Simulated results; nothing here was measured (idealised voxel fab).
process module | voxel double patterning
cross-section cut | 230 nm wide | cells 5 nm
A cross-section is a grid of square cells, given in bands from the top down. A band is one or more rows of cells.
Each band's line starts with the height of the band's top and of its bottom, in nm. Then come its materials from left to right, each with its width in nm. One material with "throughout" fills the band from edge to edge. "air" is empty space.
Height 0 is the level under which the wafer as received is all one material. The lowest band goes on downwards, as in "0 down".
A width such as "30 to 40" changes by the same amount from each row of cells to the next, from the band's top row to its bottom row.
"no change" after a step means that no cell of the cross-section changed.
closed voids: empty space of 8 cells or more with no open way to the top, each as width x height at its distance from the left edge, in nm
after a step's settings: what the simulator itself notes on the step
overlay nm, on a step with a mask: how far to the right of its planned place the mask lay; to the left if negative
plan
1 op RECEIVE | material Si
2 op CONFORMAL_DEP | material SiO2 | thk nm 5
3 op DIRECTIONAL_DEP | material TiN | thk nm 10
4 op DIRECTIONAL_DEP | material SiN | thk nm 5
5 op MASKED_ETCH | tone open | mask id FIRST | width nm 15 | pitch nm 50 | etch materials SiN | depth nm 5 | overlay nm 0
6 op MASKED_ETCH | tone open | mask id SECOND | width nm 15 | etch materials SiN | depth nm 5 | overlay nm -15
7 op DIRECTIONAL_ETCH | etch materials TiN | depth nm 10
8 op STRIP | etch materials SiN
varied across the wafers: overlay nm of step 6. The plan shows the first wafer's value. All wafers start alike
first wafer as received, after step 1
  0 down: Si throughout
  closed voids: none
first wafer at the end, after step 8
  15 to 5: TiN 80 | air 25 | TiN 25 | air 15 | TiN 85
  5 to 0: SiO2 throughout
  0 down: Si throughout
  closed voids: none
last wafer at the end
  15 to 5: TiN 80 | air 15 | TiN 25 | air 25 | TiN 85
  5 to 0: SiO2 throughout
  0 down: Si throughout
  closed voids: none
each wafer at the end: cells of each material gained (+) or lost (-) since it was received, then its closed voids
overlay nm -15 | +46 SiO2 | +76 TiN | closed voids: none
overlay nm -10 | +46 SiO2 | +74 TiN | closed voids: none
overlay nm -5 | +46 SiO2 | +74 TiN | closed voids: none
overlay nm 0 | +46 SiO2 | +74 TiN | closed voids: none
overlay nm 5 | +46 SiO2 | +74 TiN | closed voids: none
overlay nm 10 | +46 SiO2 | +74 TiN | closed voids: none
overlay nm 15 | +46 SiO2 | +76 TiN | closed voids: none
